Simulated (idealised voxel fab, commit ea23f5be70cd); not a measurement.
The following is a process module called voxel wiring stack.
Shown is cross-section cut, with a width of 235 nm and square cells of size 5 nm.
This document writes a cross-section as a grid whose cells are square, and gives it as bands, listed from the top down; one or more rows of cells form a band. Band: top height; bottom height; in nm. Then, left to right: material with width in nm, for each material. "edge to edge": a single material spanning edge to edge. "empty": empty space. Height 0 is the level under which the wafer as received is all one material. The lowest band goes on downwards, as in "0 and below". A two-number width, for instance "30->40", indicates that the width is equal to the first number in the top row of the band and to the second number in the bottom row, and that it changes by a constant amount per row of cells. Any step labelled "remains unaltered" changed none of the cells in the cross-section. Any empty space of 8 cells or more lacking an open way to the top shows up in "Sealed cavities" as width x height at distance, distance from the left edge, in nm. On a step's line, text after the settings is the simulator commenting on that step. "overlay nm", when on a step's line for a step with a mask, measures how far to the right of its planned place the mask lay; a negative measure means to the left.
List of planned process steps
- 1: RECEIVE | material Si
- 2: CONFORMAL_DEP | material SiO2 | thk nm 15
- 3: DIRECTIONAL_DEP | material TiN | thk nm 5
- 4: DIRECTIONAL_DEP | material W | thk nm 25
- 5: PATTERN | tone cover | mask id METAL_1 | material resist | width nm 20 | pitch nm 40 | thk nm 15 | overlay nm 0
- 6: DIRECTIONAL_ETCH | etch materials W | depth nm 25
- 7: DIRECTIONAL_ETCH | etch materials TiN | depth nm 5
- 8: STRIP | etch materials resist
- 9: FILL_DEP | material lowk | thk nm 5
- 10: CMP | height nm 45
- 11: CONFORMAL_DEP | material SiCN | thk nm 5
- 12: DIRECTIONAL_DEP | material SiO2 | thk nm 15
- 13: PATTERN | tone open | mask id PLUG_1 | material resist | width nm 15 | pitch nm 40 | thk nm 20 | overlay nm 0
- 14: DIRECTIONAL_ETCH | etch materials SiO2 | depth nm 15
- 15: DIRECTIONAL_ETCH | etch materials SiCN | depth nm 5
- 16: STRIP | etch materials resist
- 17: CONFORMAL_DEP | material TiN | thk nm 5
- 18: FILL_DEP | material W | thk nm 10
- 19: CMP | height nm 65
- 20: CONFORMAL_DEP | material SiCN | thk nm 5
- 21: DIRECTIONAL_DEP | material SiO2 | thk nm 20
- 22: PATTERN | tone open | mask id METAL_2 | material resist | width nm 20 | pitch nm 40 | thk nm 15 | overlay nm 0
- 23: DIRECTIONAL_ETCH | etch materials SiO2 | depth nm 20
- 24: DIRECTIONAL_ETCH | etch materials SiCN | depth nm 5
- 25: STRIP | etch materials resist
- 26: CONFORMAL_DEP | material TiN | thk nm 5
- 27: FILL_DEP | material Cu | thk nm 10
- 28: CMP | height nm 90
- 29: EPI | material Ru | thk nm 5
- 30: FILL_DEP | material SiCN | thk nm 5
- 31: DIRECTIONAL_DEP | material lowk | thk nm 30
- 32: PATTERN | tone open | mask id METAL_3 | material resist | width nm 20 | pitch nm 40 | thk nm 20 | overlay nm 0
- 33: DIRECTIONAL_ETCH | etch materials lowk | depth nm 20
- 34: STRIP | etch materials resist
- 35: DIRECTIONAL_DEP | material aC | thk nm 10
- 36: PATTERN | tone open | mask id METAL_3_HOLES | material resist | width nm 15 | thk nm 25 | overlay nm 0
- 37: DIRECTIONAL_ETCH | etch materials aC | depth nm 10
- 38: STRIP | etch materials resist
- 39: DIRECTIONAL_ETCH | etch materials lowk | depth nm 10
- 40: DIRECTIONAL_ETCH | etch materials SiCN | depth nm 5
- 41: STRIP | etch materials aC
- 42: CONFORMAL_DEP | material TiN | thk nm 5
- 43: FILL_DEP | material Ru | thk nm 5
- 44: CMP | height nm 130
- 45: CONFORMAL_DEP | material SiCN | thk nm 5
- 46: DIRECTIONAL_DEP | material lowk | thk nm 10
- 47: DIRECTIONAL_DEP | material aC | thk nm 10
- 48: PATTERN | tone open | mask id PLUG_3 | material resist | width nm 15 | pitch nm 40 | thk nm 25 | overlay nm 0
- 49: DIRECTIONAL_ETCH | etch materials aC | depth nm 10
- 50: STRIP | etch materials resist
- 51: DIRECTIONAL_ETCH | etch materials lowk | depth nm 10
- 52: DIRECTIONAL_ETCH | etch materials SiCN | depth nm 5
- 53: STRIP | etch materials aC
- 54: CONFORMAL_DEP | material TiN | thk nm 5
- 55: FILL_DEP | material Cu | thk nm 5
- 56: CMP | height nm 145
- 57: DIRECTIONAL_DEP | material TiN | thk nm 5
- 58: DIRECTIONAL_DEP | material Ru | thk nm 15
- 59: DIRECTIONAL_DEP | material aC | thk nm 10
- 60: PATTERN | tone cover | mask id METAL_4 | material resist | width nm 20 | pitch nm 40 | thk nm 30 | overlay nm 0
- 61: DIRECTIONAL_ETCH | etch materials aC | depth nm 10
- 62: STRIP | etch materials resist
- 63: DIRECTIONAL_ETCH | etch materials Ru | depth nm 15
- 64: DIRECTIONAL_ETCH | etch materials TiN | depth nm 5
- 65: STRIP | etch materials aC
- 66: CONFORMAL_DEP | material SiN | thk nm 5
- 67: FILL_DEP | material SiO2 | thk nm 10
- 68: CMP | height nm 165
- 69: CONFORMAL_DEP | material SiCN | thk nm 5
This is the cross-section of the wafer as we received it, i.e. after step 1
- 0 and below = Si edge to edge
- Sealed cavities: none
Cross-section, end of module. Start: as above. Plan: as above. Execution: one mistake
- 170 down to 165 = SiCN edge to edge
- 165 down to 150 = SiO2 80, then SiN 5, then Ru 20, then SiN 5, then SiO2 10, then SiN 5, then Ru 20, then SiN 5, then SiO2 85
- 150 down to 145 = SiN 85, then TiN 20, then SiN 20, then TiN 20, then SiN 90
- 145 down to 135 = lowk 85, then TiN 5, then Cu 5, then TiN 5, then lowk 25, then TiN 5, then Cu 5, then TiN 5, then lowk 95
- 135 down to 130 = SiCN 85, then TiN 15, then SiCN 25, then TiN 15, then SiCN 95
- 130 down to 125 = Ru 75, then TiN 15, then Ru 10, then TiN 30, then Ru 10, then TiN 15, then Ru 80
- 125 down to 120 = TiN 80, then lowk 5, then TiN 5, then Ru 10, then TiN 5, then lowk 5, then TiN 10, then lowk 5, then TiN 5, then Ru 10, then TiN 5, then lowk 5, then TiN 85
- 120 down to 110 = lowk 85, then TiN 5, then Ru 10, then TiN 5, then lowk 20, then TiN 5, then Ru 10, then TiN 5, then lowk 90
- 110 down to 105 = lowk 85, then TiN 5, then Ru 5, then TiN 10, then lowk 20, then TiN 20, then lowk 90
- 105 down to 100 = lowk 85, then TiN 5, then Ru 5, then TiN 5, then lowk 135
- 100 down to 95 = lowk 85, then TiN 15, then lowk 135
- 95 down to 90 = lowk 80, then Ru 30, then lowk 10, then Ru 30, then lowk 85
- 90 down to 70 = SiO2 85, then TiN 5, then Cu 10, then TiN 5, then SiO2 20, then TiN 5, then Cu 10, then TiN 5, then SiO2 90
- 70 down to 65 = SiCN 85, then TiN 20, then SiCN 20, then TiN 20, then SiCN 90
- 65 down to 50 = SiO2 85, then TiN 5, then W 5, then TiN 5, then SiO2 25, then TiN 5, then W 5, then TiN 5, then SiO2 95
- 50 down to 45 = SiCN 85, then TiN 15, then SiCN 25, then TiN 15, then SiCN 95
- 45 down to 20 = lowk 85, then W 20, then lowk 20, then W 20, then lowk 90
- 20 down to 15 = lowk 85, then TiN 20, then lowk 20, then TiN 20, then lowk 90
- 15 down to 0 = SiO2 edge to edge
- 0 and below = Si edge to edge
- Sealed cavities: none
Diagnosis: heads up, step 30 of the plan was skipped and never actually ran
